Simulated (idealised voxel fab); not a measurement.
This is a process module. Its name is voxel self aligned vias.
We display cut, a cross-section 280 nm in width whose square cells are each 5 nm.
For the purposes of this document, a cross-section shall be understood as a grid of square cells, specified as bands listed in top-to-bottom order, each band consisting of one or more rows of cells. The band entry comprises the height of the band's top followed by the height of its bottom, expressed in nm, and subsequently the band's materials from left to right, each stated together with its width in nm. Where a single material is marked with the word "all across", that material fills the band from edge to edge. The word "empty" represents empty space. Convention: height 0 is the level below which the wafer, as received, is all one material. The lowest band does not terminate at the bottom but continues downward, represented as "0 -> down". Read "30->40" as a graded width: first number on top, second number at the bottom, same change between each pair of neighbouring rows. What does "nothing was modified" mean for a step? It means no cell of the cross-section changed in that step. Under "Sealed void listing" you'll find the enclosed gaps, the ones with no way out to the top, that are 8 cells or bigger; each reads width x height at distance, with distance counted from the left edge, everything in nm. If you see something after the settings on a step's line, that's the simulator's own remark about that step. "overlay nm" on a masked step: distance the mask lay right of its planned place, negative for left.
-- Process steps - plan
1) RECEIVE,material Si
2) CONFORMAL_DEP,material SiO2,thk nm 15
3) CONFORMAL_DEP,material SiCN,thk nm 5
4) DIRECTIONAL_DEP,material SiO2,thk nm 25
5) DIRECTIONAL_DEP,material aC,thk nm 10
6) PATTERN,tone open,mask id LINES,material resist,width nm 30,pitch nm 60,thk nm 25,overlay nm 0
7) DIRECTIONAL_ETCH,etch materials aC,depth nm 10
8) STRIP,etch materials resist
9) DIRECTIONAL_ETCH,etch materials SiO2,depth nm 25
10) STRIP,etch materials aC
11) CONFORMAL_DEP,material TiN,thk nm 5
12) FILL_DEP,material Ru,thk nm 10
13) CMP,height nm 45
14) SELECTIVE_ETCH,etch materials W Ru TiN,depth nm 5
15) FILL_DEP,material SiN,thk nm 10
16) CMP,height nm 45
17) DIRECTIONAL_DEP,material SiO2,thk nm 20
18) DIRECTIONAL_DEP,material aC,thk nm 15
19) PATTERN,tone open,mask id VIAS,material resist,width nm 40,pitch nm 120,thk nm 35,overlay nm 0
20) DIRECTIONAL_ETCH,etch materials aC,depth nm 15
21) STRIP,etch materials resist
22) DIRECTIONAL_ETCH,etch materials SiO2,depth nm 20
23) DIRECTIONAL_ETCH,etch materials SiN,depth nm 5
24) STRIP,etch materials aC
25) CONFORMAL_DEP,material TiN,thk nm 5
26) FILL_DEP,material Ru,thk nm 5
27) CMP,height nm 65
28) CONFORMAL_DEP,material SiCN,thk nm 5
-- Incoming wafer, cross-sectional view, post step 1
    0 -> down | Si all across
    Sealed void listing: none
-- First wafer of two, sectioned at end of module; run went per plan
    70 -> 65 | SiCN all across
    65 -> 50 | SiO2: 60; TiN: 5; Ru: 30; TiN: 5; SiO2: 80; TiN: 5; Ru: 30; TiN: 5; SiO2: 60
    50 -> 45 | SiO2: 60; TiN: 10; Ru: 20; TiN: 10; SiO2: 80; TiN: 10; Ru: 20; TiN: 10; SiO2: 60
    45 -> 40 | SiO2: 65; TiN: 30; SiO2: 30; SiN: 30; SiO2: 30; TiN: 30; SiO2: 65
    40 -> 25 | SiO2: 65; TiN: 5; Ru: 20; TiN: 5; SiO2: 30; TiN: 5; Ru: 20; TiN: 5; SiO2: 30; TiN: 5; Ru: 20; TiN: 5; SiO2: 65
    25 -> 20 | SiO2: 65; TiN: 30; SiO2: 30; TiN: 30; SiO2: 30; TiN: 30; SiO2: 65
    20 -> 15 | SiCN all across
    15 -> 0 | SiO2 all across
    0 -> down | Si all across
    Sealed void listing: none
-- This cross-section belongs to the second wafer of two at the end of the module; the start and the plan were shared with the first, and the run included one mistake
    70 -> 65 | SiCN all across
    65 -> 45 | SiO2: 60; TiN: 5; Ru: 30; TiN: 5; SiO2: 80; TiN: 5; Ru: 30; TiN: 5; SiO2: 60
    45 -> 40 | SiO2: 60; TiN: 40; SiO2: 25; SiN: 30; SiO2: 25; TiN: 40; SiO2: 60
    40 -> 25 | SiO2: 60; TiN: 10; Ru: 20; TiN: 10; SiO2: 25; TiN: 5; Ru: 20; TiN: 5; SiO2: 25; TiN: 10; Ru: 20; TiN: 10; SiO2: 60
    25 -> 20 | SiO2: 65; TiN: 30; SiO2: 30; TiN: 30; SiO2: 30; TiN: 30; SiO2: 65
    20 -> 15 | SiCN all across
    15 -> 0 | SiO2 all across
    0 -> down | Si all across
    Sealed void listing: none
Processing error: twice over, step 22 of the plan was run
The closing comparison, in cells, has the second wafer with more or fewer of some materials than the first: +4 Ru | -16 SiO2 | +12 TiN
